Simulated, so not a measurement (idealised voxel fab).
process module | voxel air gaps
cross-section cut | 290 nm wide | cells 5 nm
A cross-section is a grid of square cells, given in bands from the top down. A band is one or more rows of cells.
Each band's line starts with the height of the band's top and of its bottom, in nm. Then come its materials from left to right, each with its width in nm. One material with "throughout" fills the band from edge to edge. "air" is empty space.
Height 0 is the level under which the wafer as received is all one material. The lowest band goes on downwards, as in "0 down".
A width such as "30 to 40" changes by the same amount from each row of cells to the next, from the band's top row to its bottom row.
"no change" after a step means that no cell of the cross-section changed.
closed voids: empty space of 8 cells or more with no open way to the top, each as width x height at its distance from the left edge, in nm
after a step's settings: what the simulator itself notes on the step
overlay nm, on a step with a mask: how far to the right of its planned place the mask lay; to the left if negative
plan
1 op RECEIVE | material Si
2 op CONFORMAL_DEP | material SiO2 | thk nm 15
3 op CONFORMAL_DEP | material SiN | thk nm 5
4 op DIRECTIONAL_DEP | material SiO2 | thk nm 40
5 op PATTERN | tone open | mask id LINES | material resist | width nm 25 | pitch nm 50 | thk nm 15 | overlay nm 0
6 op DIRECTIONAL_ETCH | etch materials SiO2 | depth nm 40
7 op STRIP | etch materials resist
8 op CONFORMAL_DEP | material TiN | thk nm 5
9 op FILL_DEP | material Ru | thk nm 5
10 op CMP | height nm 60
11 op EPI | material Ru | thk nm 10
12 op SELECTIVE_ETCH | etch materials SiO2 | depth nm 50
13 op CONFORMAL_DEP | material SiCN | thk nm 5
as received, after step 1
  0 down: Si throughout
  closed voids: none
first wafer at the end, as planned
  75 to 70: air 65 | SiCN 155 | air 70
  70 to 60: air 65 | SiCN 5 | Ru 45 | SiCN 5 | Ru 45 | SiCN 5 | Ru 45 | SiCN 5 | air 70
  60 to 55: air 65 | SiCN 15 | TiN 5 | Ru 15 | TiN 5 | SiCN 25 | TiN 5 | Ru 15 | TiN 5 | SiCN 25 | TiN 5 | Ru 15 | TiN 5 | SiCN 15 | air 70
  55 to 25: air 75 | SiCN 5 | TiN 5 | Ru 15 | TiN 5 | SiCN 5 | air 15 | SiCN 5 | TiN 5 | Ru 15 | TiN 5 | SiCN 5 | air 15 | SiCN 5 | TiN 5 | Ru 15 | TiN 5 | SiCN 5 | air 80
  25 to 20: SiCN 80 | TiN 25 | SiCN 25 | TiN 25 | SiCN 25 | TiN 25 | SiCN 85
  20 to 15: SiN throughout
  15 to 0: SiO2 throughout
  0 down: Si throughout
  closed voids: 15 x 30 at 110; 15 x 30 at 160
second wafer at the end: like start, like plan, one mistake
  75 to 70: air 65 | SiCN 155 | air 70
  70 to 60: air 65 | SiCN 5 | Ru 45 | SiCN 5 | Ru 45 | SiCN 5 | Ru 45 | SiCN 5 | air 70
  60 to 25: air 65 | SiCN 5 | Ru 10 | TiN 5 | Ru 15 | TiN 5 | Ru 10 | SiCN 5 | Ru 10 | TiN 5 | Ru 15 | TiN 5 | Ru 10 | SiCN 5 | Ru 10 | TiN 5 | Ru 15 | TiN 5 | Ru 10 | SiCN 5 | air 70
  25 to 20: SiCN 70 | Ru 10 | TiN 25 | Ru 10 | SiCN 5 | Ru 10 | TiN 25 | Ru 10 | SiCN 5 | Ru 10 | TiN 25 | Ru 10 | SiCN 75
  20 to 15: SiN throughout
  15 to 0: SiO2 throughout
  0 down: Si throughout
  closed voids: none
what went wrong: steps 11 and 12 were swapped
at the end the second wafer has, in cells: 96 more of Ru | 36 fewer of SiCN
closed voids at the end (first wafer, second wafer): 2, 0
